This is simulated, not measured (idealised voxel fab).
The following process module bears the name voxel self aligned vias.
FYI the section here is cut, 235 nm wide, cells are 5 nm squares.
Throughout this document, each cross-section is represented as a grid of square cells and is presented as a sequence of bands enumerated from the top downward, where a band comprises one or more rows of cells.
Per band: top height and bottom height in nm, followed by the left-to-right materials and their widths in nm; "all across" marks a single material spanning edge to edge, "empty" marks empty space.
Ref level 0: as-received wafer is one material below here. Bottom band extends down with no lower bound ("from 0 down").
When a width is written as two numbers, as in "30..40", the first number is the width in the top row of cells of the band and the second is the width in its bottom row, and the width changes by the same amount from each row to the next.
"remained the same" -> step changed no cross-section cell.
Heads up: "Closed internal cavities" only lists the empty pockets with no open path to the top that are 8 cells or more, and it writes them as width x height at distance, distance from the left edge, in nm.
Step line, after settings: the simulator's comment on this step.
If you see "overlay nm" on a step's line and that step has a mask, it's telling you how far right of where it was planned the mask ended up; a negative number means it went left instead.
**Steps planned for the process**
- 1: RECEIVE, material Si
- 2: CONFORMAL_DEP, material SiO2, thk nm 15
- 3: CONFORMAL_DEP, material SiCN, thk nm 5
- 4: DIRECTIONAL_DEP, material SiO2, thk nm 30
- 5: MASKED_ETCH, tone open, mask id LINES, width nm 30, pitch nm 70, etch materials SiO2, depth nm 30, overlay nm 0
- 6: CONFORMAL_DEP, material TiN, thk nm 5
- 7: FILL_DEP, material W, thk nm 10
- 8: CMP, height nm 50
- 9: SELECTIVE_ETCH, etch materials W Ru TiN, depth nm 10
- 10: FILL_DEP, material SiN, thk nm 5
- 11: CMP, height nm 50
- 12: DIRECTIONAL_DEP, material SiO2, thk nm 20
- 13: PATTERN, tone open, mask id VIAS, material resist, width nm 40, pitch nm 140, thk nm 20, overlay nm 0
- 14: DIRECTIONAL_ETCH, etch materials SiO2, depth nm 20
- 15: DIRECTIONAL_ETCH, etch materials SiN, depth nm 10
- 16: STRIP, etch materials resist
- 17: CONFORMAL_DEP, material TiN, thk nm 5
- 18: FILL_DEP, material W, thk nm 10
- 19: CMP, height nm 70
- 20: CONFORMAL_DEP, material SiN, thk nm 5
All wafers enter the flow in the same state. The width nm at step 13 differs from wafer to wafer, and the plan gives the value for the first wafer.
**Cross-section of the first of several received wafers, showing its state after step 1**
- from 0 down  Si all across
- Closed internal cavities: none
**Where each wafer stands at the end of the module, a row apiece: cells of each material gained (+) or lost (-) since it was received, then closed voids**
width nm 40, +47 SiCN, +59 SiN, +439 SiO2, +72 TiN, +88 W, Closed internal cavities: none
width nm 45, +47 SiCN, +59 SiN, +431 SiO2, +74 TiN, +94 W, Closed internal cavities: none
width nm 50, +47 SiCN, +59 SiN, +423 SiO2, +76 TiN, +100 W, Closed internal cavities: none
width nm 55, +47 SiCN, +59 SiN, +415 SiO2, +78 TiN, +106 W, Closed internal cavities: none
width nm 60, +47 SiCN, +59 SiN, +407 SiO2, +80 TiN, +112 W, Closed internal cavities: none
width nm 65, +47 SiCN, +59 SiN, +399 SiO2, +82 TiN, +118 W, Closed internal cavities: none
